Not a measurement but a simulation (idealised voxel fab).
process module | voxel transistor to metal
cross-section cut | 165 nm wide | cells 5 nm
A cross-section is a grid of square cells, given in bands from the top down. A band is one or more rows of cells.
Each band's line starts with the height of the band's top and of its bottom, in nm. Then come its materials from left to right, each with its width in nm. One material with "throughout" fills the band from edge to edge. "air" is empty space.
Height 0 is the level under which the wafer as received is all one material. The lowest band goes on downwards, as in "0 down".
A width such as "30 to 40" changes by the same amount from each row of cells to the next, from the band's top row to its bottom row.
"no change" after a step means that no cell of the cross-section changed.
closed voids: empty space of 8 cells or more with no open way to the top, each as width x height at its distance from the left edge, in nm
after a step's settings: what the simulator itself notes on the step
overlay nm, on a step with a mask: how far to the right of its planned place the mask lay; to the left if negative
plan
1 op RECEIVE | material Si
2 op CONFORMAL_DEP | material SiO2 | thk nm 5
3 op CONFORMAL_DEP | material SiN | thk nm 15
4 op PATTERN | tone cover | mask id ACTIVE | material resist | width nm 95 | thk nm 15 | overlay nm 0
5 op DIRECTIONAL_ETCH | etch materials SiN | depth nm 15
6 op DIRECTIONAL_ETCH | etch materials SiO2 | depth nm 5
7 op DIRECTIONAL_ETCH | etch materials Si | depth nm 35
8 op STRIP | etch materials resist
9 op FILL_DEP | material SiO2 | thk nm 15
10 op CMP | height nm 20
11 op SELECTIVE_ETCH | etch materials SiO2 | depth nm 10
12 op STRIP | etch materials SiN
13 op SELECTIVE_ETCH | etch materials SiO2 | depth nm 5
14 op OXIDIZE | depth nm 5
15 op DIRECTIONAL_DEP | material polySi | thk nm 25
16 op DIRECTIONAL_DEP | material SiCN | thk nm 10
17 op DIRECTIONAL_DEP | material aC | thk nm 15
18 op PATTERN | tone cover | mask id GATE | material resist | width nm 15 | thk nm 30 | overlay nm 0
19 op DIRECTIONAL_ETCH | etch materials aC | depth nm 15
20 op STRIP | etch materials resist
21 op DIRECTIONAL_ETCH | etch materials SiCN | depth nm 20
22 op DIRECTIONAL_ETCH | etch materials polySi | depth nm 35
23 op STRIP | etch materials aC
24 op CONFORMAL_DEP | material SiN | thk nm 10
25 op DIRECTIONAL_ETCH | etch materials SiN | depth nm 10
26 op DIRECTIONAL_ETCH | etch materials SiO2 | depth nm 5
27 op DIRECTIONAL_ETCH | etch materials Si | depth nm 15
28 op EPI | material pSi | thk nm 20
29 op FILL_DEP | material SiO2 | thk nm 5
30 op CMP | height nm 35
31 op DIRECTIONAL_DEP | material SiO2 | thk nm 15
32 op PATTERN | tone open | mask id CONTACT | material resist | width nm 30 | pitch nm 55 | thk nm 15 | overlay nm 0
33 op DIRECTIONAL_ETCH | etch materials SiO2 | depth nm 35
34 op STRIP | etch materials resist
35 op CONFORMAL_DEP | material TiN | thk nm 5
36 op FILL_DEP | material W | thk nm 10
37 op CMP | height nm 50
38 op CONFORMAL_DEP | material SiCN | thk nm 5
39 op DIRECTIONAL_DEP | material SiO2 | thk nm 25
40 op DIRECTIONAL_DEP | material aC | thk nm 10
41 op PATTERN | tone open | mask id METAL_1 | material resist | width nm 20 | pitch nm 65 | thk nm 25 | overlay nm 0
42 op DIRECTIONAL_ETCH | etch materials aC | depth nm 10
43 op STRIP | etch materials resist
44 op DIRECTIONAL_ETCH | etch materials SiO2 | depth nm 25
45 op DIRECTIONAL_ETCH | etch materials SiCN | depth nm 5
46 op STRIP | etch materials aC
47 op CONFORMAL_DEP | material TiN | thk nm 5
48 op FILL_DEP | material Cu | thk nm 5
49 op CMP | height nm 80
50 op CONFORMAL_DEP | material SiCN | thk nm 5
51 op DIRECTIONAL_DEP | material SiO2 | thk nm 30
52 op DIRECTIONAL_DEP | material aC | thk nm 15
53 op PATTERN | tone open | mask id METAL_2 | material resist | width nm 20 | pitch nm 65 | thk nm 35 | overlay nm 0
54 op DIRECTIONAL_ETCH | etch materials aC | depth nm 15
55 op STRIP | etch materials resist
56 op DIRECTIONAL_ETCH | etch materials SiO2 | depth nm 15
57 op STRIP | etch materials aC
58 op MASKED_ETCH | tone open | mask id METAL_2_HOLES | width nm 15 | pitch nm 65 | etch materials SiO2 | depth nm 15 | overlay nm 0
59 op MASKED_ETCH | tone open | mask id METAL_2_HOLES | width nm 15 | pitch nm 65 | etch materials SiCN | depth nm 5 | overlay nm 0
60 op CONFORMAL_DEP | material TiN | thk nm 5
61 op FILL_DEP | material Cu | thk nm 5
62 op CMP | height nm 115
63 op CONFORMAL_DEP | material SiN | thk nm 5
first wafer, as planned
as received, after step 1
  0 down: Si throughout
  closed voids: none
after step 2
  5 to 0: SiO2 throughout
  below 0: unchanged
after step 3
  20 to 5: SiN throughout
  below 5: unchanged
after step 4
  35 to 20: air 35 | resist 95 | air 35
  below 20: unchanged
after step 5
  35 to 20: air 35 | resist 95 | air 35
  20 to 5: air 35 | SiN 95 | air 35
  below 5: unchanged
after step 6
  35 to 20: air 35 | resist 95 | air 35
  20 to 5: air 35 | SiN 95 | air 35
  5 to 0: air 35 | SiO2 95 | air 35
  below 0: unchanged
after step 7
  35 to 20: air 35 | resist 95 | air 35
  20 to 5: air 35 | SiN 95 | air 35
  5 to 0: air 35 | SiO2 95 | air 35
  0 to -35: air 35 | Si 95 | air 35
  below -35: unchanged
after step 8
  20 to 5: air 35 | SiN 95 | air 35
  below 5: unchanged
after step 9
  35 to 20: SiO2 throughout
  20 to 5: SiO2 35 | SiN 95 | SiO2 35
  5 to 0: SiO2 throughout
  0 to -35: SiO2 35 | Si 95 | SiO2 35
  below -35: unchanged
after step 10
  20 to 5: SiO2 35 | SiN 95 | SiO2 35
  below 5: unchanged
after step 11
  20 to 10: air 35 | SiN 95 | air 35
  below 10: unchanged
after step 12
  10 to 5: SiO2 35 | air 95 | SiO2 35
  below 5: unchanged
after step 13
  5 to 0: SiO2 30 | air 105 | SiO2 30
  below 0: unchanged
after step 14
  5 to 0: SiO2 30 | air 105 | SiO2 30
  0 to -5: SiO2 throughout
  below -5: unchanged
after step 15
  30 to 25: polySi 30 | air 105 | polySi 30
  25 to 5: polySi throughout
  5 to 0: SiO2 30 | polySi 105 | SiO2 30
  below 0: unchanged
after step 16
  40 to 35: SiCN 30 | air 105 | SiCN 30
  35 to 30: SiCN throughout
  30 to 25: polySi 30 | SiCN 105 | polySi 30
  below 25: unchanged
after step 17
  55 to 50: aC 30 | air 105 | aC 30
  50 to 40: aC throughout
  40 to 35: SiCN 30 | aC 105 | SiCN 30
  below 35: unchanged
after step 18
  85 to 55: air 75 | resist 15 | air 75
  55 to 50: aC 30 | air 45 | resist 15 | air 45 | aC 30
  below 50: unchanged
after step 19
  70 to 50: air 75 | resist 15 | air 75
  50 to 40: air 75 | aC 15 | air 75
  40 to 35: SiCN 30 | air 45 | aC 15 | air 45 | SiCN 30
  below 35: unchanged
after step 20
  50 to 40: air 75 | aC 15 | air 75
  below 40: unchanged
after step 21
  50 to 35: air 75 | aC 15 | air 75
  35 to 30: air 75 | SiCN 15 | air 75
  30 to 25: polySi 30 | air 45 | SiCN 15 | air 45 | polySi 30
  below 25: unchanged
after step 22
  50 to 35: air 75 | aC 15 | air 75
  35 to 25: air 75 | SiCN 15 | air 75
  25 to 5: air 75 | polySi 15 | air 75
  5 to 0: SiO2 30 | air 45 | polySi 15 | air 45 | SiO2 30
  below 0: unchanged
after step 23
  35 to 25: air 75 | SiCN 15 | air 75
  below 25: unchanged
after step 24
  45 to 35: air 65 | SiN 35 | air 65
  35 to 25: air 65 | SiN 10 | SiCN 15 | SiN 10 | air 65
  25 to 15: air 65 | SiN 10 | polySi 15 | SiN 10 | air 65
  15 to 10: SiN 40 | air 25 | SiN 10 | polySi 15 | SiN 10 | air 25 | SiN 40
  10 to 5: SiN 75 | polySi 15 | SiN 75
  5 to 0: SiO2 30 | SiN 45 | polySi 15 | SiN 45 | SiO2 30
  below 0: unchanged
after step 25
  35 to 25: air 65 | SiN 10 | SiCN 15 | SiN 10 | air 65
  25 to 5: air 65 | SiN 10 | polySi 15 | SiN 10 | air 65
  5 to 0: SiO2 30 | SiN 10 | air 25 | SiN 10 | polySi 15 | SiN 10 | air 25 | SiN 10 | SiO2 30
  below 0: unchanged
after step 26
  35 to 25: air 65 | SiN 10 | SiCN 15 | SiN 10 | air 65
  25 to 5: air 65 | SiN 10 | polySi 15 | SiN 10 | air 65
  5 to 0: air 30 | SiN 10 | air 25 | SiN 10 | polySi 15 | SiN 10 | air 25 | SiN 10 | air 30
  0 to -5: SiO2 40 | air 25 | SiO2 35 | air 25 | SiO2 40
  below -5: unchanged
after step 27
  35 to 25: air 65 | SiN 10 | SiCN 15 | SiN 10 | air 65
  25 to 5: air 65 | SiN 10 | polySi 15 | SiN 10 | air 65
  5 to 0: air 30 | SiN 10 | air 25 | SiN 10 | polySi 15 | SiN 10 | air 25 | SiN 10 | air 30
  0 to -5: SiO2 40 | air 25 | SiO2 35 | air 25 | SiO2 40
  -5 to -20: SiO2 35 | Si 5 | air 25 | Si 35 | air 25 | Si 5 | SiO2 35
  below -20: unchanged
after step 28
  35 to 25: air 65 | SiN 10 | SiCN 15 | SiN 10 | air 65
  25 to 15: air 65 | SiN 10 | polySi 15 | SiN 10 | air 65
  15 to 5: air 30 | pSi 35 | SiN 10 | polySi 15 | SiN 10 | pSi 35 | air 30
  5 to 0: air 30 | SiN 10 | pSi 25 | SiN 10 | polySi 15 | SiN 10 | pSi 25 | SiN 10 | air 30
  0 to -5: SiO2 40 | pSi 25 | SiO2 35 | pSi 25 | SiO2 40
  -5 to -20: SiO2 35 | Si 5 | pSi 25 | Si 35 | pSi 25 | Si 5 | SiO2 35
  below -20: unchanged
after step 29
  40 to 35: SiO2 throughout
  35 to 25: SiO2 65 | SiN 10 | SiCN 15 | SiN 10 | SiO2 65
  25 to 15: SiO2 65 | SiN 10 | polySi 15 | SiN 10 | SiO2 65
  15 to 5: SiO2 30 | pSi 35 | SiN 10 | polySi 15 | SiN 10 | pSi 35 | SiO2 30
  5 to 0: SiO2 30 | SiN 10 | pSi 25 | SiN 10 | polySi 15 | SiN 10 | pSi 25 | SiN 10 | SiO2 30
  below 0: unchanged
after step 30
  35 to 25: SiO2 65 | SiN 10 | SiCN 15 | SiN 10 | SiO2 65
  below 25: unchanged
after step 31
  50 to 35: SiO2 throughout
  below 35: unchanged
after step 32
  65 to 50: resist 40 | air 30 | resist 25 | air 30 | resist 40
  below 50: unchanged
after step 33
  65 to 50: resist 40 | air 30 | resist 25 | air 30 | resist 40
  50 to 35: SiO2 40 | air 30 | SiO2 25 | air 30 | SiO2 40
  35 to 25: SiO2 40 | air 25 | SiN 10 | SiCN 15 | SiN 10 | air 25 | SiO2 40
  25 to 15: SiO2 40 | air 25 | SiN 10 | polySi 15 | SiN 10 | air 25 | SiO2 40
  below 15: unchanged
after step 34
  50 to 35: SiO2 40 | air 30 | SiO2 25 | air 30 | SiO2 40
  below 35: unchanged
after step 35
  55 to 50: TiN 45 | air 20 | TiN 35 | air 20 | TiN 45
  50 to 40: SiO2 40 | TiN 5 | air 20 | TiN 5 | SiO2 25 | TiN 5 | air 20 | TiN 5 | SiO2 40
  40 to 35: SiO2 40 | TiN 5 | air 15 | TiN 10 | SiO2 25 | TiN 10 | air 15 | TiN 5 | SiO2 40
  35 to 25: SiO2 40 | TiN 5 | air 15 | TiN 5 | SiN 10 | SiCN 15 | SiN 10 | TiN 5 | air 15 | TiN 5 | SiO2 40
  25 to 20: SiO2 40 | TiN 5 | air 15 | TiN 5 | SiN 10 | polySi 15 | SiN 10 | TiN 5 | air 15 | TiN 5 | SiO2 40
  20 to 15: SiO2 40 | TiN 25 | SiN 10 | polySi 15 | SiN 10 | TiN 25 | SiO2 40
  below 15: unchanged
after step 36
  65 to 55: W throughout
  55 to 50: TiN 45 | W 20 | TiN 35 | W 20 | TiN 45
  50 to 40: SiO2 40 | TiN 5 | W 20 | TiN 5 | SiO2 25 | TiN 5 | W 20 | TiN 5 | SiO2 40
  40 to 35: SiO2 40 | TiN 5 | W 15 | TiN 10 | SiO2 25 | TiN 10 | W 15 | TiN 5 | SiO2 40
  35 to 25: SiO2 40 | TiN 5 | W 15 | TiN 5 | SiN 10 | SiCN 15 | SiN 10 | TiN 5 | W 15 | TiN 5 | SiO2 40
  25 to 20: SiO2 40 | TiN 5 | W 15 | TiN 5 | SiN 10 | polySi 15 | SiN 10 | TiN 5 | W 15 | TiN 5 | SiO2 40
  below 20: unchanged
after step 37
  50 to 40: SiO2 40 | TiN 5 | W 20 | TiN 5 | SiO2 25 | TiN 5 | W 20 | TiN 5 | SiO2 40
  below 40: unchanged
after step 38
  55 to 50: SiCN throughout
  below 50: unchanged
after step 39
  80 to 55: SiO2 throughout
  below 55: unchanged
after step 40
  90 to 80: aC throughout
  below 80: unchanged
after step 41
  115 to 90: resist 40 | air 20 | resist 45 | air 20 | resist 40
  below 90: unchanged
after step 42
  105 to 90: resist 40 | air 20 | resist 45 | air 20 | resist 40
  90 to 80: aC 40 | air 20 | aC 45 | air 20 | aC 40
  below 80: unchanged
after step 43
  90 to 80: aC 40 | air 20 | aC 45 | air 20 | aC 40
  below 80: unchanged
after step 44
  90 to 80: aC 40 | air 20 | aC 45 | air 20 | aC 40
  80 to 55: SiO2 40 | air 20 | SiO2 45 | air 20 | SiO2 40
  below 55: unchanged
after step 45
  90 to 80: aC 40 | air 20 | aC 45 | air 20 | aC 40
  80 to 55: SiO2 40 | air 20 | SiO2 45 | air 20 | SiO2 40
  55 to 50: SiCN 40 | air 20 | SiCN 45 | air 20 | SiCN 40
  below 50: unchanged
after step 46
  80 to 55: SiO2 40 | air 20 | SiO2 45 | air 20 | SiO2 40
  below 55: unchanged
after step 47
  85 to 80: TiN 45 | air 10 | TiN 55 | air 10 | TiN 45
  80 to 55: SiO2 40 | TiN 5 | air 10 | TiN 5 | SiO2 45 | TiN 5 | air 10 | TiN 5 | SiO2 40
  55 to 50: SiCN 40 | TiN 20 | SiCN 45 | TiN 20 | SiCN 40
  below 50: unchanged
after step 48
  90 to 85: Cu throughout
  85 to 80: TiN 45 | Cu 10 | TiN 55 | Cu 10 | TiN 45
  80 to 55: SiO2 40 | TiN 5 | Cu 10 | TiN 5 | SiO2 45 | TiN 5 | Cu 10 | TiN 5 | SiO2 40
  below 55: unchanged
after step 49
  80 to 55: SiO2 40 | TiN 5 | Cu 10 | TiN 5 | SiO2 45 | TiN 5 | Cu 10 | TiN 5 | SiO2 40
  below 55: unchanged
after step 50
  85 to 80: SiCN throughout
  below 80: unchanged
after step 51
  115 to 85: SiO2 throughout
  below 85: unchanged
after step 52
  130 to 115: aC throughout
  below 115: unchanged
after step 53
  165 to 130: resist 40 | air 20 | resist 45 | air 20 | resist 40
  below 130: unchanged
after step 54
  150 to 130: resist 40 | air 20 | resist 45 | air 20 | resist 40
  130 to 115: aC 40 | air 20 | aC 45 | air 20 | aC 40
  below 115: unchanged
after step 55
  130 to 115: aC 40 | air 20 | aC 45 | air 20 | aC 40
  below 115: unchanged
after step 56
  130 to 115: aC 40 | air 20 | aC 45 | air 20 | aC 40
  115 to 100: SiO2 40 | air 20 | SiO2 45 | air 20 | SiO2 40
  below 100: unchanged
after step 57
  115 to 100: SiO2 40 | air 20 | SiO2 45 | air 20 | SiO2 40
  below 100: unchanged
after step 58
  115 to 100: SiO2 40 | air 20 | SiO2 45 | air 20 | SiO2 40
  100 to 85: SiO2 40 | air 15 | SiO2 50 | air 15 | SiO2 45
  below 85: unchanged
after step 59
  115 to 100: SiO2 40 | air 20 | SiO2 45 | air 20 | SiO2 40
  100 to 85: SiO2 40 | air 15 | SiO2 50 | air 15 | SiO2 45
  85 to 80: SiCN 40 | air 15 | SiCN 50 | air 15 | SiCN 45
  below 80: unchanged
after step 60
  120 to 115: TiN 45 | air 10 | TiN 55 | air 10 | TiN 45
  115 to 105: SiO2 40 | TiN 5 | air 10 | TiN 5 | SiO2 45 | TiN 5 | air 10 | TiN 5 | SiO2 40
  105 to 100: SiO2 40 | TiN 5 | air 5 | TiN 10 | SiO2 45 | TiN 5 | air 5 | TiN 10 | SiO2 40
  100 to 85: SiO2 40 | TiN 5 | air 5 | TiN 5 | SiO2 50 | TiN 5 | air 5 | TiN 5 | SiO2 45
  85 to 80: SiCN 40 | TiN 15 | SiCN 50 | TiN 15 | SiCN 45
  below 80: unchanged
after step 61
  125 to 120: Cu throughout
  120 to 115: TiN 45 | Cu 10 | TiN 55 | Cu 10 | TiN 45
  115 to 105: SiO2 40 | TiN 5 | Cu 10 | TiN 5 | SiO2 45 | TiN 5 | Cu 10 | TiN 5 | SiO2 40
  105 to 100: SiO2 40 | TiN 5 | Cu 5 | TiN 10 | SiO2 45 | TiN 5 | Cu 5 | TiN 10 | SiO2 40
  100 to 85: SiO2 40 | TiN 5 | Cu 5 | TiN 5 | SiO2 50 | TiN 5 | Cu 5 | TiN 5 | SiO2 45
  below 85: unchanged
after step 62
  115 to 105: SiO2 40 | TiN 5 | Cu 10 | TiN 5 | SiO2 45 | TiN 5 | Cu 10 | TiN 5 | SiO2 40
  below 105: unchanged
after step 63
  120 to 115: SiN throughout
  below 115: unchanged
second wafer: like start, like plan, one mistake. Through step 17 it matches the first wafer
when step 18 should have ended
  85 to 55: resist 75 | air 15 | resist 75
  55 to 50: aC 30 | resist 45 | air 15 | resist 45 | aC 30
  below 50: unchanged
when step 19 should have ended
  70 to 55: resist 75 | air 15 | resist 75
  55 to 50: aC 30 | resist 45 | air 15 | resist 45 | aC 30
  50 to 40: aC 75 | air 15 | aC 75
  40 to 35: SiCN 30 | aC 45 | air 15 | aC 45 | SiCN 30
  below 35: unchanged
when step 20 should have ended
  55 to 50: aC 30 | air 105 | aC 30
  below 50: unchanged
when step 21 should have ended
  55 to 50: aC 30 | air 105 | aC 30
  50 to 40: aC 75 | air 15 | aC 75
  40 to 35: SiCN 30 | aC 45 | air 15 | aC 45 | SiCN 30
  35 to 30: SiCN 75 | air 15 | SiCN 75
  30 to 25: polySi 30 | SiCN 45 | air 15 | SiCN 45 | polySi 30
  below 25: unchanged
when step 22 should have ended
  55 to 50: aC 30 | air 105 | aC 30
  50 to 40: aC 75 | air 15 | aC 75
  40 to 35: SiCN 30 | aC 45 | air 15 | aC 45 | SiCN 30
  35 to 30: SiCN 75 | air 15 | SiCN 75
  30 to 25: polySi 30 | SiCN 45 | air 15 | SiCN 45 | polySi 30
  25 to 5: polySi 75 | air 15 | polySi 75
  5 to 0: SiO2 30 | polySi 45 | air 15 | polySi 45 | SiO2 30
  below 0: unchanged
when step 23 should have ended
  40 to 30: SiCN 30 to 75 | air 105 to 15 | SiCN 30 to 75
  below 30: unchanged
when step 24 should have ended
  50 to 45: SiN 40 | air 85 | SiN 40
  45 to 40: SiN throughout
  40 to 30: SiCN 30 to 75 | SiN 105 to 15 | SiCN 30 to 75
  30 to 25: polySi 30 | SiCN 45 | SiN 15 | SiCN 45 | polySi 30
  25 to 5: polySi 75 | SiN 15 | polySi 75
  5 to 0: SiO2 30 | polySi 45 | SiN 15 | polySi 45 | SiO2 30
  below 0: unchanged
when step 25 should have ended
  40 to 35: SiCN 30 | SiN 10 | air 85 | SiN 10 | SiCN 30
  below 35: unchanged
when step 26 should have ended: no change
when step 27 should have ended: no change
when step 28 should have ended: no change
when step 29 should have ended
  45 to 40: SiO2 throughout
  40 to 35: SiCN 30 | SiN 10 | SiO2 85 | SiN 10 | SiCN 30
  below 35: unchanged
when step 30 should have ended
  35 to 30: SiCN 75 | SiN 15 | SiCN 75
  below 30: unchanged
when step 31 should have ended
  50 to 35: SiO2 throughout
  below 35: unchanged
when step 32 should have ended
  65 to 50: resist 40 | air 30 | resist 25 | air 30 | resist 40
  below 50: unchanged
when step 33 should have ended
  65 to 50: resist 40 | air 30 | resist 25 | air 30 | resist 40
  50 to 35: SiO2 40 | air 30 | SiO2 25 | air 30 | SiO2 40
  below 35: unchanged
when step 34 should have ended
  50 to 35: SiO2 40 | air 30 | SiO2 25 | air 30 | SiO2 40
  below 35: unchanged
when step 35 should have ended
  55 to 50: TiN 45 | air 20 | TiN 35 | air 20 | TiN 45
  50 to 40: SiO2 40 | TiN 5 | air 20 | TiN 5 | SiO2 25 | TiN 5 | air 20 | TiN 5 | SiO2 40
  40 to 35: SiO2 40 | TiN 30 | SiO2 25 | TiN 30 | SiO2 40
  below 35: unchanged
when step 36 should have ended
  65 to 55: W throughout
  55 to 50: TiN 45 | W 20 | TiN 35 | W 20 | TiN 45
  50 to 40: SiO2 40 | TiN 5 | W 20 | TiN 5 | SiO2 25 | TiN 5 | W 20 | TiN 5 | SiO2 40
  below 40: unchanged
when step 37 should have ended
  50 to 40: SiO2 40 | TiN 5 | W 20 | TiN 5 | SiO2 25 | TiN 5 | W 20 | TiN 5 | SiO2 40
  below 40: unchanged
when step 38 should have ended
  55 to 50: SiCN throughout
  below 50: unchanged
when step 39 should have ended
  80 to 55: SiO2 throughout
  below 55: unchanged
when step 40 should have ended
  90 to 80: aC throughout
  below 80: unchanged
when step 41 should have ended
  115 to 90: resist 40 | air 20 | resist 45 | air 20 | resist 40
  below 90: unchanged
when step 42 should have ended
  105 to 90: resist 40 | air 20 | resist 45 | air 20 | resist 40
  90 to 80: aC 40 | air 20 | aC 45 | air 20 | aC 40
  below 80: unchanged
when step 43 should have ended
  90 to 80: aC 40 | air 20 | aC 45 | air 20 | aC 40
  below 80: unchanged
when step 44 should have ended
  90 to 80: aC 40 | air 20 | aC 45 | air 20 | aC 40
  80 to 55: SiO2 40 | air 20 | SiO2 45 | air 20 | SiO2 40
  below 55: unchanged
when step 45 should have ended
  90 to 80: aC 40 | air 20 | aC 45 | air 20 | aC 40
  80 to 55: SiO2 40 | air 20 | SiO2 45 | air 20 | SiO2 40
  55 to 50: SiCN 40 | air 20 | SiCN 45 | air 20 | SiCN 40
  below 50: unchanged
when step 46 should have ended
  80 to 55: SiO2 40 | air 20 | SiO2 45 | air 20 | SiO2 40
  below 55: unchanged
when step 47 should have ended
  85 to 80: TiN 45 | air 10 | TiN 55 | air 10 | TiN 45
  80 to 55: SiO2 40 | TiN 5 | air 10 | TiN 5 | SiO2 45 | TiN 5 | air 10 | TiN 5 | SiO2 40
  55 to 50: SiCN 40 | TiN 20 | SiCN 45 | TiN 20 | SiCN 40
  below 50: unchanged
when step 48 should have ended
  90 to 85: Cu throughout
  85 to 80: TiN 45 | Cu 10 | TiN 55 | Cu 10 | TiN 45
  80 to 55: SiO2 40 | TiN 5 | Cu 10 | TiN 5 | SiO2 45 | TiN 5 | Cu 10 | TiN 5 | SiO2 40
  below 55: unchanged
when step 49 should have ended
  80 to 55: SiO2 40 | TiN 5 | Cu 10 | TiN 5 | SiO2 45 | TiN 5 | Cu 10 | TiN 5 | SiO2 40
  below 55: unchanged
when step 50 should have ended
  85 to 80: SiCN throughout
  below 80: unchanged
when step 51 should have ended
  115 to 85: SiO2 throughout
  below 85: unchanged
when step 52 should have ended
  130 to 115: aC throughout
  below 115: unchanged
when step 53 should have ended
  165 to 130: resist 40 | air 20 | resist 45 | air 20 | resist 40
  below 130: unchanged
when step 54 should have ended
  150 to 130: resist 40 | air 20 | resist 45 | air 20 | resist 40
  130 to 115: aC 40 | air 20 | aC 45 | air 20 | aC 40
  below 115: unchanged
when step 55 should have ended
  130 to 115: aC 40 | air 20 | aC 45 | air 20 | aC 40
  below 115: unchanged
when step 56 should have ended
  130 to 115: aC 40 | air 20 | aC 45 | air 20 | aC 40
  115 to 100: SiO2 40 | air 20 | SiO2 45 | air 20 | SiO2 40
  below 100: unchanged
when step 57 should have ended
  115 to 100: SiO2 40 | air 20 | SiO2 45 | air 20 | SiO2 40
  below 100: unchanged
when step 58 should have ended
  115 to 100: SiO2 40 | air 20 | SiO2 45 | air 20 | SiO2 40
  100 to 85: SiO2 40 | air 15 | SiO2 50 | air 15 | SiO2 45
  below 85: unchanged
when step 59 should have ended
  115 to 100: SiO2 40 | air 20 | SiO2 45 | air 20 | SiO2 40
  100 to 85: SiO2 40 | air 15 | SiO2 50 | air 15 | SiO2 45
  85 to 80: SiCN 40 | air 15 | SiCN 50 | air 15 | SiCN 45
  below 80: unchanged
when step 60 should have ended
  120 to 115: TiN 45 | air 10 | TiN 55 | air 10 | TiN 45
  115 to 105: SiO2 40 | TiN 5 | air 10 | TiN 5 | SiO2 45 | TiN 5 | air 10 | TiN 5 | SiO2 40
  105 to 100: SiO2 40 | TiN 5 | air 5 | TiN 10 | SiO2 45 | TiN 5 | air 5 | TiN 10 | SiO2 40
  100 to 85: SiO2 40 | TiN 5 | air 5 | TiN 5 | SiO2 50 | TiN 5 | air 5 | TiN 5 | SiO2 45
  85 to 80: SiCN 40 | TiN 15 | SiCN 50 | TiN 15 | SiCN 45
  below 80: unchanged
when step 61 should have ended
  125 to 120: Cu throughout
  120 to 115: TiN 45 | Cu 10 | TiN 55 | Cu 10 | TiN 45
  115 to 105: SiO2 40 | TiN 5 | Cu 10 | TiN 5 | SiO2 45 | TiN 5 | Cu 10 | TiN 5 | SiO2 40
  105 to 100: SiO2 40 | TiN 5 | Cu 5 | TiN 10 | SiO2 45 | TiN 5 | Cu 5 | TiN 10 | SiO2 40
  100 to 85: SiO2 40 | TiN 5 | Cu 5 | TiN 5 | SiO2 50 | TiN 5 | Cu 5 | TiN 5 | SiO2 45
  below 85: unchanged
when step 62 should have ended
  115 to 105: SiO2 40 | TiN 5 | Cu 10 | TiN 5 | SiO2 45 | TiN 5 | Cu 10 | TiN 5 | SiO2 40
  below 105: unchanged
when step 63 should have ended
  120 to 115: SiN throughout
  below 115: unchanged
what went wrong: step 18 ran as: op PATTERN | tone open | mask id GATE | material resist | width nm 15 | thk nm 30 | overlay nm 0
at the end the second wafer has, in cells: 30 more of Si | 42 more of SiCN | 11 fewer of SiN | 78 fewer of SiO2 | 16 fewer of TiN | 24 fewer of W | 78 fewer of pSi | 135 more of polySi
